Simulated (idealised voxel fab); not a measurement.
Herein follows the process module entitled voxel released beams.
Each square cell in cross-section cut measures 5 nm, and the section as a whole is 245 nm wide.
Bands, listed from the top down, are how a cross-section gets written in this document; the cross-section itself is a grid of square cells, and a band is one or more rows of them. Band entry format. Leading values: height of top, height of bottom, nm. Remainder: materials in left-to-right order, each with its width in nm. Special words: "all across" on a single material, which then fills the band edge to edge; "air", empty space. Height 0 is the level under which the wafer as received is all one material. The lowest band goes on downwards, as in "0..down". The notation "30->40" denotes a width that varies across the rows of cells in the band, beginning at the first number in the top row, finishing at the second number in the bottom row, and changing by an identical amount from each row to the next. "left unchanged" -> step changed no cross-section cell. This entry, "Sealed internal cavities", enumerates those empty regions of no fewer than 8 cells that possess no open connection to the top. Each region is reported in the form width x height at distance, the distance being taken from the left edge, with all three quantities expressed in nm. Read whatever lies past the settings on a step's line as the simulator's own remark about the step. A step's line can hold "overlay nm"; with a mask on that step, the setting says how far right of the planned place the mask lay, while a negative setting says it lay to the left.
Planned step list for the process
| 1 | RECEIVE with material Si |
| 2 | CONFORMAL_DEP with material Al2O3, thk nm 10 |
| 3 | DIRECTIONAL_DEP with material SiO2, thk nm 15 |
| 4 | PATTERN with tone open, mask id ANCHOR, material resist, width nm 35, thk nm 15, overlay nm 0 |
| 5 | DIRECTIONAL_ETCH with etch materials SiO2, depth nm 15 |
| 6 | STRIP with etch materials resist |
| 7 | CONFORMAL_DEP with material SiN, thk nm 10 |
| 8 | PATTERN with tone cover, mask id BEAM, material resist, width nm 95, thk nm 20, overlay nm 0 |
| 9 | DIRECTIONAL_ETCH with etch materials SiN, depth nm 10 |
| 10 | STRIP with etch materials resist |
| 11 | STRIP with etch materials SiO2 |
as received, after step 1
	0..down: Si all across
	Sealed internal cavities: none
Module complete - cross-section of the first of two wafers, run according to plan
	35..25: air: 70, SiN: 15, air: 15, SiN: 65, air: 80
	25..20: air: 75, SiN: 10, air: 15, SiN: 10, air: 135
	20..10: air: 75, SiN: 35, air: 135
	10..0: Al2O3 all across
	0..down: Si all across
	Sealed internal cavities: none
Here is the second of the two wafers cut open at the end of the module - same start, same plan as the first one, but we made one mistake running it
	35..30: air: 70, SiN: 15, air: 15, SiN: 65, air: 80
	30..25: SiN: 85, air: 15, SiN: 145
	25..20: SiO2: 75, SiN: 10, air: 15, SiN: 10, SiO2: 135
	20..10: SiO2: 75, SiN: 35, SiO2: 135
	10..0: Al2O3 all across
	0..down: Si all across
	Sealed internal cavities: none
Heads up, the wafer didn't run the way we planned it: step 9 ran with different settings than intended, the actual operation and settings being DIRECTIONAL_ETCH with etch materials SiN, depth nm 5
Once processing is complete, comparing cell counts shows that the second wafer has more or fewer of certain materials than the first: 30 more of SiN | 126 more of SiO2
